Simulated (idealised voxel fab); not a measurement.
Process module heading - voxel transistor to metal
Square cells of 5 nm make up the cross-section cut, whose width is 210 nm.
Throughout this document, each cross-section is represented as a grid of square cells and is presented as a sequence of bands enumerated from the top downward, where a band comprises one or more rows of cells.
Band: top and bottom heights (nm) first, top before bottom; then materials from left to right, widths in nm. "throughout" marks a sole material filling the band edge to edge. "empty" denotes empty space.
Measure heights from 0. That's the level where, below it, the as-received wafer is all one material. The lowest band is bottomless and extends downward; write it as in "0 -> down".
Read "30 to 40" as a graded width: first number on top, second number at the bottom, same change between each pair of neighbouring rows.
Any step labelled "no modification" changed none of the cells in the cross-section.
In "Trapped void list" the enclosed voids are listed, meaning empty spaces of 8 cells or larger without any opening to the top. The form is width x height at distance, distance from the left edge, units nm.
That trailing text on a step's line, after the settings, is the simulator's own remark on the step.
"overlay nm" answers the question of how far to the right of plan the mask lay on a step that has a mask, and when it is negative the answer is to the left.
Steps in the process plan:
1) RECEIVE (material Si)
2) OXIDIZE (depth nm 5)
3) CONFORMAL_DEP (material SiN; thk nm 10)
4) DIRECTIONAL_DEP (material aC; thk nm 10)
5) PATTERN (tone cover; mask id ACTIVE; material resist; width nm 120; thk nm 25; overlay nm 0)
6) DIRECTIONAL_ETCH (etch materials aC; depth nm 10)
7) STRIP (etch materials resist)
8) DIRECTIONAL_ETCH (etch materials SiN; depth nm 10)
9) DIRECTIONAL_ETCH (etch materials SiO2; depth nm 5)
10) DIRECTIONAL_ETCH (etch materials Si; depth nm 30)
11) STRIP (etch materials aC)
12) OXIDIZE (depth nm 5)
13) FILL_DEP (material SiO2; thk nm 5)
14) CMP (height nm 10)
15) SELECTIVE_ETCH (etch materials SiO2; depth nm 5)
16) STRIP (etch materials SiN)
17) SELECTIVE_ETCH (etch materials SiO2; depth nm 5)
18) OXIDIZE (depth nm 5)
19) DIRECTIONAL_DEP (material polySi; thk nm 20)
20) DIRECTIONAL_DEP (material SiCN; thk nm 10)
21) DIRECTIONAL_DEP (material aC; thk nm 10)
22) PATTERN (tone cover; mask id GATE; material resist; width nm 30; thk nm 30; overlay nm 0)
23) DIRECTIONAL_ETCH (etch materials aC; depth nm 10)
24) STRIP (etch materials resist)
25) DIRECTIONAL_ETCH (etch materials SiCN; depth nm 20)
26) DIRECTIONAL_ETCH (etch materials polySi; depth nm 30)
27) STRIP (etch materials aC)
28) CONFORMAL_DEP (material SiO2; thk nm 5)
29) DIRECTIONAL_ETCH (etch materials SiO2; depth nm 5)
30) CONFORMAL_DEP (material SiN; thk nm 10)
31) DIRECTIONAL_ETCH (etch materials SiN; depth nm 10)
32) DIRECTIONAL_ETCH (etch materials SiO2; depth nm 5)
33) DIRECTIONAL_ETCH (etch materials Si; depth nm 5)
34) EPI (material pSi; thk nm 10)
35) FILL_DEP (material SiO2; thk nm 10)
36) CMP (height nm 15)
37) STRIP (etch materials polySi)
38) SELECTIVE_ETCH (etch materials SiO2; depth nm 5)
39) CONFORMAL_DEP (material HfO2; thk nm 5)
40) CONFORMAL_DEP (material TiN; thk nm 5)
41) FILL_DEP (material W; thk nm 10)
42) CMP (height nm 10)
43) DIRECTIONAL_DEP (material SiO2; thk nm 15)
44) DIRECTIONAL_DEP (material aC; thk nm 15)
45) PATTERN (tone open; mask id CONTACT; material resist; width nm 15; pitch nm 85; thk nm 35; overlay nm 0)
46) DIRECTIONAL_ETCH (etch materials aC; depth nm 15)
47) STRIP (etch materials resist)
48) DIRECTIONAL_ETCH (etch materials SiO2; depth nm 25)
49) STRIP (etch materials aC)
50) CONFORMAL_DEP (material TiN; thk nm 5)
51) FILL_DEP (material W; thk nm 10)
52) CMP (height nm 25)
53) CONFORMAL_DEP (material SiN; thk nm 5)
54) DIRECTIONAL_DEP (material SiO2; thk nm 20)
55) MASKED_ETCH (tone open; mask id METAL_1; width nm 15; pitch nm 85; etch materials SiO2; depth nm 20; overlay nm 0)
56) MASKED_ETCH (tone open; mask id METAL_1; width nm 15; pitch nm 85; etch materials SiN; depth nm 5; overlay nm 0)
57) CONFORMAL_DEP (material TiN; thk nm 5)
58) FILL_DEP (material Cu; thk nm 10)
59) CMP (height nm 50)
60) CONFORMAL_DEP (material SiCN; thk nm 5)
61) DIRECTIONAL_DEP (material SiO2; thk nm 25)
62) DIRECTIONAL_DEP (material aC; thk nm 10)
63) PATTERN (tone open; mask id METAL_2; material resist; width nm 15; pitch nm 85; thk nm 30; overlay nm 0)
64) DIRECTIONAL_ETCH (etch materials aC; depth nm 10)
65) STRIP (etch materials resist)
66) DIRECTIONAL_ETCH (etch materials SiO2; depth nm 15)
67) STRIP (etch materials aC)
68) PATTERN (tone open; mask id METAL_2_HOLES; material resist; width nm 15; pitch nm 85; thk nm 15; overlay nm 0)
69) DIRECTIONAL_ETCH (etch materials SiO2; depth nm 10)
70) DIRECTIONAL_ETCH (etch materials SiCN; depth nm 5)
71) STRIP (etch materials resist)
72) CONFORMAL_DEP (material TiN; thk nm 5)
73) FILL_DEP (material Cu; thk nm 5)
74) CMP (height nm 80)
75) CONFORMAL_DEP (material SiN; thk nm 5)
Below: the first of two wafers, run as planned:
Wafer at receipt (post step 1), cross-section:
0 -> down = Si throughout
Trapped void list: none
Step 2 complete: cross-section through the wafer:
0 -> -5 = SiO2 throughout
below -5: unchanged
Step 3 complete: cross-section through the wafer:
10 -> 0 = SiN throughout
below 0: unchanged
Step 4 complete: cross-section through the wafer:
20 -> 10 = aC throughout
below 10: unchanged
Step 5 complete: cross-section through the wafer:
45 -> 20 = empty=45, resist=120, empty=45
below 20: unchanged
Step 6 complete: cross-section through the wafer:
35 -> 20 = empty=45, resist=120, empty=45
20 -> 10 = empty=45, aC=120, empty=45
below 10: unchanged
Step 7 complete: cross-section through the wafer:
20 -> 10 = empty=45, aC=120, empty=45
below 10: unchanged
Step 8 complete: cross-section through the wafer:
20 -> 10 = empty=45, aC=120, empty=45
10 -> 0 = empty=45, SiN=120, empty=45
below 0: unchanged
Step 9 complete: cross-section through the wafer:
20 -> 10 = empty=45, aC=120, empty=45
10 -> 0 = empty=45, SiN=120, empty=45
0 -> -5 = empty=45, SiO2=120, empty=45
below -5: unchanged
Step 10 complete: cross-section through the wafer:
20 -> 10 = empty=45, aC=120, empty=45
10 -> 0 = empty=45, SiN=120, empty=45
0 -> -5 = empty=45, SiO2=120, empty=45
-5 -> -35 = empty=45, Si=120, empty=45
below -35: unchanged
Step 11 complete: cross-section through the wafer:
10 -> 0 = empty=45, SiN=120, empty=45
below 0: unchanged
Step 12 complete: cross-section through the wafer:
10 -> 0 = empty=45, SiN=120, empty=45
0 -> -5 = empty=45, SiO2=120, empty=45
-5 -> -35 = empty=45, SiO2=5, Si=110, SiO2=5, empty=45
-35 -> -40 = SiO2=50, Si=110, SiO2=50
below -40: unchanged
Step 13 complete: cross-section through the wafer:
15 -> 10 = SiO2 throughout
10 -> 0 = SiO2=45, SiN=120, SiO2=45
0 -> -5 = SiO2 throughout
-5 -> -40 = SiO2=50, Si=110, SiO2=50
below -40: unchanged
Step 14 complete: cross-section through the wafer:
10 -> 0 = SiO2=45, SiN=120, SiO2=45
below 0: unchanged
Step 15 complete: cross-section through the wafer:
10 -> 5 = empty=45, SiN=120, empty=45
below 5: unchanged
Step 16 complete: cross-section through the wafer:
5 -> 0 = SiO2=45, empty=120, SiO2=45
below 0: unchanged
Step 17 complete: cross-section through the wafer:
0 -> -5 = SiO2=40, empty=130, SiO2=40
below -5: unchanged
Step 18 complete: cross-section through the wafer:
0 -> -5 = SiO2=40, empty=130, SiO2=40
-5 -> -10 = SiO2 throughout
below -10: unchanged
Step 19 complete: cross-section through the wafer:
20 -> 15 = polySi=40, empty=130, polySi=40
15 -> 0 = polySi throughout
0 -> -5 = SiO2=40, polySi=130, SiO2=40
below -5: unchanged
Step 20 complete: cross-section through the wafer:
30 -> 25 = SiCN=40, empty=130, SiCN=40
25 -> 20 = SiCN throughout
20 -> 15 = polySi=40, SiCN=130, polySi=40
below 15: unchanged
Step 21 complete: cross-section through the wafer:
40 -> 35 = aC=40, empty=130, aC=40
35 -> 30 = aC throughout
30 -> 25 = SiCN=40, aC=130, SiCN=40
below 25: unchanged
Step 22 complete: cross-section through the wafer:
70 -> 40 = empty=90, resist=30, empty=90
40 -> 35 = aC=40, empty=50, resist=30, empty=50, aC=40
below 35: unchanged
Step 23 complete: cross-section through the wafer:
60 -> 35 = empty=90, resist=30, empty=90
35 -> 30 = empty=90, aC=30, empty=90
30 -> 25 = SiCN=40, empty=50, aC=30, empty=50, SiCN=40
below 25: unchanged
Step 24 complete: cross-section through the wafer:
35 -> 30 = empty=90, aC=30, empty=90
below 30: unchanged
Step 25 complete: cross-section through the wafer:
35 -> 25 = empty=90, aC=30, empty=90
25 -> 20 = empty=90, SiCN=30, empty=90
20 -> 15 = polySi=40, empty=50, SiCN=30, empty=50, polySi=40
below 15: unchanged
Step 26 complete: cross-section through the wafer:
35 -> 25 = empty=90, aC=30, empty=90
25 -> 15 = empty=90, SiCN=30, empty=90
15 -> 0 = empty=90, polySi=30, empty=90
0 -> -5 = SiO2=40, empty=50, polySi=30, empty=50, SiO2=40
below -5: unchanged
Step 27 complete: cross-section through the wafer:
25 -> 15 = empty=90, SiCN=30, empty=90
below 15: unchanged
Step 28 complete: cross-section through the wafer:
30 -> 25 = empty=85, SiO2=40, empty=85
25 -> 15 = empty=85, SiO2=5, SiCN=30, SiO2=5, empty=85
15 -> 5 = empty=85, SiO2=5, polySi=30, SiO2=5, empty=85
5 -> 0 = SiO2=45, empty=40, SiO2=5, polySi=30, SiO2=5, empty=40, SiO2=45
0 -> -5 = SiO2=90, polySi=30, SiO2=90
below -5: unchanged
Step 29 complete: cross-section through the wafer:
25 -> 15 = empty=85, SiO2=5, SiCN=30, SiO2=5, empty=85
15 -> 0 = empty=85, SiO2=5, polySi=30, SiO2=5, empty=85
0 -> -5 = SiO2=45, empty=40, SiO2=5, polySi=30, SiO2=5, empty=40, SiO2=45
below -5: unchanged
Step 30 complete: cross-section through the wafer:
35 -> 25 = empty=75, SiN=60, empty=75
25 -> 15 = empty=75, SiN=10, SiO2=5, SiCN=30, SiO2=5, SiN=10, empty=75
15 -> 10 = empty=75, SiN=10, SiO2=5, polySi=30, SiO2=5, SiN=10, empty=75
10 -> 5 = SiN=55, empty=20, SiN=10, SiO2=5, polySi=30, SiO2=5, SiN=10, empty=20, SiN=55
5 -> 0 = SiN=85, SiO2=5, polySi=30, SiO2=5, SiN=85
0 -> -5 = SiO2=45, SiN=40, SiO2=5, polySi=30, SiO2=5, SiN=40, SiO2=45
below -5: unchanged
Step 31 complete: cross-section through the wafer:
25 -> 15 = empty=75, SiN=10, SiO2=5, SiCN=30, SiO2=5, SiN=10, empty=75
15 -> 0 = empty=75, SiN=10, SiO2=5, polySi=30, SiO2=5, SiN=10, empty=75
0 -> -5 = SiO2=45, SiN=10, empty=20, SiN=10, SiO2=5, polySi=30, SiO2=5, SiN=10, empty=20, SiN=10, SiO2=45
below -5: unchanged
Step 32 complete: cross-section through the wafer:
25 -> 20 = empty=75, SiN=10, empty=5, SiCN=30, empty=5, SiN=10, empty=75
20 -> 15 = empty=75, SiN=10, SiO2=5, SiCN=30, SiO2=5, SiN=10, empty=75
15 -> 0 = empty=75, SiN=10, SiO2=5, polySi=30, SiO2=5, SiN=10, empty=75
0 -> -5 = empty=45, SiN=10, empty=20, SiN=10, SiO2=5, polySi=30, SiO2=5, SiN=10, empty=20, SiN=10, empty=45
-5 -> -10 = SiO2=55, empty=20, SiO2=60, empty=20, SiO2=55
below -10: unchanged
Step 33 complete: cross-section through the wafer:
25 -> 20 = empty=75, SiN=10, empty=5, SiCN=30, empty=5, SiN=10, empty=75
20 -> 15 = empty=75, SiN=10, SiO2=5, SiCN=30, SiO2=5, SiN=10, empty=75
15 -> 0 = empty=75, SiN=10, SiO2=5, polySi=30, SiO2=5, SiN=10, empty=75
0 -> -5 = empty=45, SiN=10, empty=20, SiN=10, SiO2=5, polySi=30, SiO2=5, SiN=10, empty=20, SiN=10, empty=45
-5 -> -10 = SiO2=55, empty=20, SiO2=60, empty=20, SiO2=55
-10 -> -15 = SiO2=50, Si=5, empty=20, Si=60, empty=20, Si=5, SiO2=50
below -15: unchanged
Step 34 complete: cross-section through the wafer:
25 -> 20 = empty=75, SiN=10, empty=5, SiCN=30, empty=5, SiN=10, empty=75
20 -> 15 = empty=75, SiN=10, SiO2=5, SiCN=30, SiO2=5, SiN=10, empty=75
15 -> 0 = empty=75, SiN=10, SiO2=5, polySi=30, SiO2=5, SiN=10, empty=75
0 -> -5 = empty=45, SiN=10, pSi=20, SiN=10, SiO2=5, polySi=30, SiO2=5, SiN=10, pSi=20, SiN=10, empty=45
-5 -> -10 = SiO2=55, pSi=20, SiO2=60, pSi=20, SiO2=55
-10 -> -15 = SiO2=50, Si=5, pSi=20, Si=60, pSi=20, Si=5, SiO2=50
below -15: unchanged
Step 35 complete: cross-section through the wafer:
35 -> 25 = SiO2 throughout
25 -> 15 = SiO2=75, SiN=10, SiO2=5, SiCN=30, SiO2=5, SiN=10, SiO2=75
15 -> 0 = SiO2=75, SiN=10, SiO2=5, polySi=30, SiO2=5, SiN=10, SiO2=75
0 -> -5 = SiO2=45, SiN=10, pSi=20, SiN=10, SiO2=5, polySi=30, SiO2=5, SiN=10, pSi=20, SiN=10, SiO2=45
below -5: unchanged
Step 36 complete: cross-section through the wafer:
15 -> 0 = SiO2=75, SiN=10, SiO2=5, polySi=30, SiO2=5, SiN=10, SiO2=75
below 0: unchanged
Step 37 complete: cross-section through the wafer:
15 -> 0 = SiO2=75, SiN=10, SiO2=5, empty=30, SiO2=5, SiN=10, SiO2=75
0 -> -5 = SiO2=45, SiN=10, pSi=20, SiN=10, SiO2=5, empty=30, SiO2=5, SiN=10, pSi=20, SiN=10, SiO2=45
below -5: unchanged
Step 38 complete: cross-section through the wafer:
15 -> 10 = empty=75, SiN=10, empty=40, SiN=10, empty=75
10 -> 0 = SiO2=75, SiN=10, empty=40, SiN=10, SiO2=75
0 -> -5 = SiO2=45, SiN=10, pSi=20, SiN=10, empty=40, SiN=10, pSi=20, SiN=10, SiO2=45
-5 -> -10 = SiO2=55, pSi=20, SiO2=10, empty=40, SiO2=10, pSi=20, SiO2=55
below -10: unchanged
Step 39 complete: cross-section through the wafer:
20 -> 15 = empty=70, HfO2=20, empty=30, HfO2=20, empty=70
15 -> 10 = HfO2=75, SiN=10, HfO2=5, empty=30, HfO2=5, SiN=10, HfO2=75
10 -> 0 = SiO2=75, SiN=10, HfO2=5, empty=30, HfO2=5, SiN=10, SiO2=75
0 -> -5 = SiO2=45, SiN=10, pSi=20, SiN=10, HfO2=5, empty=30, HfO2=5, SiN=10, pSi=20, SiN=10, SiO2=45
-5 -> -10 = SiO2=55, pSi=20, SiO2=10, HfO2=40, SiO2=10, pSi=20, SiO2=55
below -10: unchanged
Step 40 complete: cross-section through the wafer:
25 -> 20 = empty=65, TiN=30, empty=20, TiN=30, empty=65
20 -> 15 = TiN=70, HfO2=20, TiN=5, empty=20, TiN=5, HfO2=20, TiN=70
15 -> 10 = HfO2=75, SiN=10, HfO2=5, TiN=5, empty=20, TiN=5, HfO2=5, SiN=10, HfO2=75
10 -> 0 = SiO2=75, SiN=10, HfO2=5, TiN=5, empty=20, TiN=5, HfO2=5, SiN=10, SiO2=75
0 -> -5 = SiO2=45, SiN=10, pSi=20, SiN=10, HfO2=5, TiN=30, HfO2=5, SiN=10, pSi=20, SiN=10, SiO2=45
below -5: unchanged
Step 41 complete: cross-section through the wafer:
35 -> 25 = W throughout
25 -> 20 = W=65, TiN=30, W=20, TiN=30, W=65
20 -> 15 = TiN=70, HfO2=20, TiN=5, W=20, TiN=5, HfO2=20, TiN=70
15 -> 10 = HfO2=75, SiN=10, HfO2=5, TiN=5, W=20, TiN=5, HfO2=5, SiN=10, HfO2=75
10 -> 0 = SiO2=75, SiN=10, HfO2=5, TiN=5, W=20, TiN=5, HfO2=5, SiN=10, SiO2=75
below 0: unchanged
Step 42 complete: cross-section through the wafer:
10 -> 0 = SiO2=75, SiN=10, HfO2=5, TiN=5, W=20, TiN=5, HfO2=5, SiN=10, SiO2=75
below 0: unchanged
Step 43 complete: cross-section through the wafer:
25 -> 10 = SiO2 throughout
below 10: unchanged
Step 44 complete: cross-section through the wafer:
40 -> 25 = aC throughout
below 25: unchanged
Step 45 complete: cross-section through the wafer:
75 -> 40 = resist=55, empty=15, resist=70, empty=15, resist=55
below 40: unchanged
Step 46 complete: cross-section through the wafer:
60 -> 40 = resist=55, empty=15, resist=70, empty=15, resist=55
40 -> 25 = aC=55, empty=15, aC=70, empty=15, aC=55
below 25: unchanged
Step 47 complete: cross-section through the wafer:
40 -> 25 = aC=55, empty=15, aC=70, empty=15, aC=55
below 25: unchanged
Step 48 complete: cross-section through the wafer:
40 -> 25 = aC=55, empty=15, aC=70, empty=15, aC=55
25 -> 10 = SiO2=55, empty=15, SiO2=70, empty=15, SiO2=55
10 -> 0 = SiO2=55, empty=15, SiO2=5, SiN=10, HfO2=5, TiN=5, W=20, TiN=5, HfO2=5, SiN=10, SiO2=5, empty=15, SiO2=55
below 0: unchanged
Step 49 complete: cross-section through the wafer:
25 -> 10 = SiO2=55, empty=15, SiO2=70, empty=15, SiO2=55
below 10: unchanged
Step 50 complete: cross-section through the wafer:
30 -> 25 = TiN=60, empty=5, TiN=80, empty=5, TiN=60
25 -> 10 = SiO2=55, TiN=5, empty=5, TiN=5, SiO2=70, TiN=5, empty=5, TiN=5, SiO2=55
10 -> 5 = SiO2=55, TiN=5, empty=5, TiN=5, SiO2=5, SiN=10, HfO2=5, TiN=5, W=20, TiN=5, HfO2=5, SiN=10, SiO2=5, TiN=5, empty=5, TiN=5, SiO2=55
5 -> 0 = SiO2=55, TiN=15, SiO2=5, SiN=10, HfO2=5, TiN=5, W=20, TiN=5, HfO2=5, SiN=10, SiO2=5, TiN=15, SiO2=55
below 0: unchanged
Step 51 complete: cross-section through the wafer:
40 -> 30 = W throughout
30 -> 25 = TiN=60, W=5, TiN=80, W=5, TiN=60
25 -> 10 = SiO2=55, TiN=5, W=5, TiN=5, SiO2=70, TiN=5, W=5, TiN=5, SiO2=55
10 -> 5 = SiO2=55, TiN=5, W=5, TiN=5, SiO2=5, SiN=10, HfO2=5, TiN=5, W=20, TiN=5, HfO2=5, SiN=10, SiO2=5, TiN=5, W=5, TiN=5, SiO2=55
below 5: unchanged
Step 52 complete: cross-section through the wafer:
25 -> 10 = SiO2=55, TiN=5, W=5, TiN=5, SiO2=70, TiN=5, W=5, TiN=5, SiO2=55
below 10: unchanged
Step 53 complete: cross-section through the wafer:
30 -> 25 = SiN throughout
below 25: unchanged
Step 54 complete: cross-section through the wafer:
50 -> 30 = SiO2 throughout
below 30: unchanged
Step 55 complete: cross-section through the wafer:
50 -> 30 = SiO2=55, empty=15, SiO2=70, empty=15, SiO2=55
below 30: unchanged
Step 56 complete: cross-section through the wafer:
50 -> 30 = SiO2=55, empty=15, SiO2=70, empty=15, SiO2=55
30 -> 25 = SiN=55, empty=15, SiN=70, empty=15, SiN=55
below 25: unchanged
Step 57 complete: cross-section through the wafer:
55 -> 50 = TiN=60, empty=5, TiN=80, empty=5, TiN=60
50 -> 30 = SiO2=55, TiN=5, empty=5, TiN=5, SiO2=70, TiN=5, empty=5, TiN=5, SiO2=55
30 -> 25 = SiN=55, TiN=15, SiN=70, TiN=15, SiN=55
below 25: unchanged
Step 58 complete: cross-section through the wafer:
65 -> 55 = Cu throughout
55 -> 50 = TiN=60, Cu=5, TiN=80, Cu=5, TiN=60
50 -> 30 = SiO2=55, TiN=5, Cu=5, TiN=5, SiO2=70, TiN=5, Cu=5, TiN=5, SiO2=55
below 30: unchanged
Step 59 complete: cross-section through the wafer:
50 -> 30 = SiO2=55, TiN=5, Cu=5, TiN=5, SiO2=70, TiN=5, Cu=5, TiN=5, SiO2=55
below 30: unchanged
Step 60 complete: cross-section through the wafer:
55 -> 50 = SiCN throughout
below 50: unchanged
Step 61 complete: cross-section through the wafer:
80 -> 55 = SiO2 throughout
below 55: unchanged
Step 62 complete: cross-section through the wafer:
90 -> 80 = aC throughout
below 80: unchanged
Step 63 complete: cross-section through the wafer:
120 -> 90 = resist=55, empty=15, resist=70, empty=15, resist=55
below 90: unchanged
Step 64 complete: cross-section through the wafer:
110 -> 90 = resist=55, empty=15, resist=70, empty=15, resist=55
90 -> 80 = aC=55, empty=15, aC=70, empty=15, aC=55
below 80: unchanged
Step 65 complete: cross-section through the wafer:
90 -> 80 = aC=55, empty=15, aC=70, empty=15, aC=55
below 80: unchanged
Step 66 complete: cross-section through the wafer:
90 -> 80 = aC=55, empty=15, aC=70, empty=15, aC=55
80 -> 65 = SiO2=55, empty=15, SiO2=70, empty=15, SiO2=55
below 65: unchanged
Step 67 complete: cross-section through the wafer:
80 -> 65 = SiO2=55, empty=15, SiO2=70, empty=15, SiO2=55
below 65: unchanged
Step 68 complete: cross-section through the wafer:
95 -> 80 = resist=55, empty=15, resist=70, empty=15, resist=55
below 80: unchanged
Step 69 complete: cross-section through the wafer:
95 -> 80 = resist=55, empty=15, resist=70, empty=15, resist=55
80 -> 55 = SiO2=55, empty=15, SiO2=70, empty=15, SiO2=55
below 55: unchanged
Step 70 complete: cross-section through the wafer:
95 -> 80 = resist=55, empty=15, resist=70, empty=15, resist=55
80 -> 55 = SiO2=55, empty=15, SiO2=70, empty=15, SiO2=55
55 -> 50 = SiCN=55, empty=15, SiCN=70, empty=15, SiCN=55
below 50: unchanged
Step 71 complete: cross-section through the wafer:
80 -> 55 = SiO2=55, empty=15, SiO2=70, empty=15, SiO2=55
below 55: unchanged
Step 72 complete: cross-section through the wafer:
85 -> 80 = TiN=60, empty=5, TiN=80, empty=5, TiN=60
80 -> 55 = SiO2=55, TiN=5, empty=5, TiN=5, SiO2=70, TiN=5, empty=5, TiN=5, SiO2=55
55 -> 50 = SiCN=55, TiN=15, SiCN=70, TiN=15, SiCN=55
below 50: unchanged
Step 73 complete: cross-section through the wafer:
90 -> 85 = Cu throughout
85 -> 80 = TiN=60, Cu=5, TiN=80, Cu=5, TiN=60
80 -> 55 = SiO2=55, TiN=5, Cu=5, TiN=5, SiO2=70, TiN=5, Cu=5, TiN=5, SiO2=55
below 55: unchanged
Step 74 complete: cross-section through the wafer:
80 -> 55 = SiO2=55, TiN=5, Cu=5, TiN=5, SiO2=70, TiN=5, Cu=5, TiN=5, SiO2=55
below 55: unchanged
Step 75 complete: cross-section through the wafer:
85 -> 80 = SiN throughout
below 80: unchanged
The second wafer was prepared from the same starting point and under the same plan as the first; its processing contained one mistake, and it remains indistinguishable from the first wafer up to and including step 56:
Cross-section of the second wafer when, according to plan, step 57 should have finished:
55 -> 50 = SiN=60, empty=5, SiN=80, empty=5, SiN=60
50 -> 30 = SiO2=55, SiN=5, empty=5, SiN=5, SiO2=70, SiN=5, empty=5, SiN=5, SiO2=55
30 -> 25 = SiN throughout
below 25: unchanged
Cross-section of the second wafer when, according to plan, step 58 should have finished:
65 -> 55 = Cu throughout
55 -> 50 = SiN=60, Cu=5, SiN=80, Cu=5, SiN=60
50 -> 30 = SiO2=55, SiN=5, Cu=5, SiN=5, SiO2=70, SiN=5, Cu=5, SiN=5, SiO2=55
below 30: unchanged
Cross-section of the second wafer when, according to plan, step 59 should have finished:
50 -> 30 = SiO2=55, SiN=5, Cu=5, SiN=5, SiO2=70, SiN=5, Cu=5, SiN=5, SiO2=55
below 30: unchanged
Cross-section of the second wafer when, according to plan, step 60 should have finished:
55 -> 50 = SiCN throughout
below 50: unchanged
Cross-section of the second wafer when, according to plan, step 61 should have finished:
80 -> 55 = SiO2 throughout
below 55: unchanged
Cross-section of the second wafer when, according to plan, step 62 should have finished:
90 -> 80 = aC throughout
below 80: unchanged
Cross-section of the second wafer when, according to plan, step 63 should have finished:
120 -> 90 = resist=55, empty=15, resist=70, empty=15, resist=55
below 90: unchanged
Cross-section of the second wafer when, according to plan, step 64 should have finished:
110 -> 90 = resist=55, empty=15, resist=70, empty=15, resist=55
90 -> 80 = aC=55, empty=15, aC=70, empty=15, aC=55
below 80: unchanged
Cross-section of the second wafer when, according to plan, step 65 should have finished:
90 -> 80 = aC=55, empty=15, aC=70, empty=15, aC=55
below 80: unchanged
Cross-section of the second wafer when, according to plan, step 66 should have finished:
90 -> 80 = aC=55, empty=15, aC=70, empty=15, aC=55
80 -> 65 = SiO2=55, empty=15, SiO2=70, empty=15, SiO2=55
below 65: unchanged
Cross-section of the second wafer when, according to plan, step 67 should have finished:
80 -> 65 = SiO2=55, empty=15, SiO2=70, empty=15, SiO2=55
below 65: unchanged
Cross-section of the second wafer when, according to plan, step 68 should have finished:
95 -> 80 = resist=55, empty=15, resist=70, empty=15, resist=55
below 80: unchanged
Cross-section of the second wafer when, according to plan, step 69 should have finished:
95 -> 80 = resist=55, empty=15, resist=70, empty=15, resist=55
80 -> 55 = SiO2=55, empty=15, SiO2=70, empty=15, SiO2=55
below 55: unchanged
Cross-section of the second wafer when, according to plan, step 70 should have finished:
95 -> 80 = resist=55, empty=15, resist=70, empty=15, resist=55
80 -> 55 = SiO2=55, empty=15, SiO2=70, empty=15, SiO2=55
55 -> 50 = SiCN=55, empty=15, SiCN=70, empty=15, SiCN=55
below 50: unchanged
Cross-section of the second wafer when, according to plan, step 71 should have finished:
80 -> 55 = SiO2=55, empty=15, SiO2=70, empty=15, SiO2=55
below 55: unchanged
Cross-section of the second wafer when, according to plan, step 72 should have finished:
85 -> 80 = TiN=60, empty=5, TiN=80, empty=5, TiN=60
80 -> 55 = SiO2=55, TiN=5, empty=5, TiN=5, SiO2=70, TiN=5, empty=5, TiN=5, SiO2=55
55 -> 50 = SiCN=55, TiN=15, SiCN=70, TiN=15, SiCN=55
below 50: unchanged
Cross-section of the second wafer when, according to plan, step 73 should have finished:
90 -> 85 = Cu throughout
85 -> 80 = TiN=60, Cu=5, TiN=80, Cu=5, TiN=60
80 -> 55 = SiO2=55, TiN=5, Cu=5, TiN=5, SiO2=70, TiN=5, Cu=5, TiN=5, SiO2=55
below 55: unchanged
Cross-section of the second wafer when, according to plan, step 74 should have finished:
80 -> 55 = SiO2=55, TiN=5, Cu=5, TiN=5, SiO2=70, TiN=5, Cu=5, TiN=5, SiO2=55
below 55: unchanged
Cross-section of the second wafer when, according to plan, step 75 should have finished:
85 -> 80 = SiN throughout
below 80: unchanged
Deviation from plan: note that step 57 departed from the planned setting and was carried out as CONFORMAL_DEP (material SiN; thk nm 5)
Final comparison by cell count, materials where the second wafer has more or fewer than the first: SiN +22; TiN -22
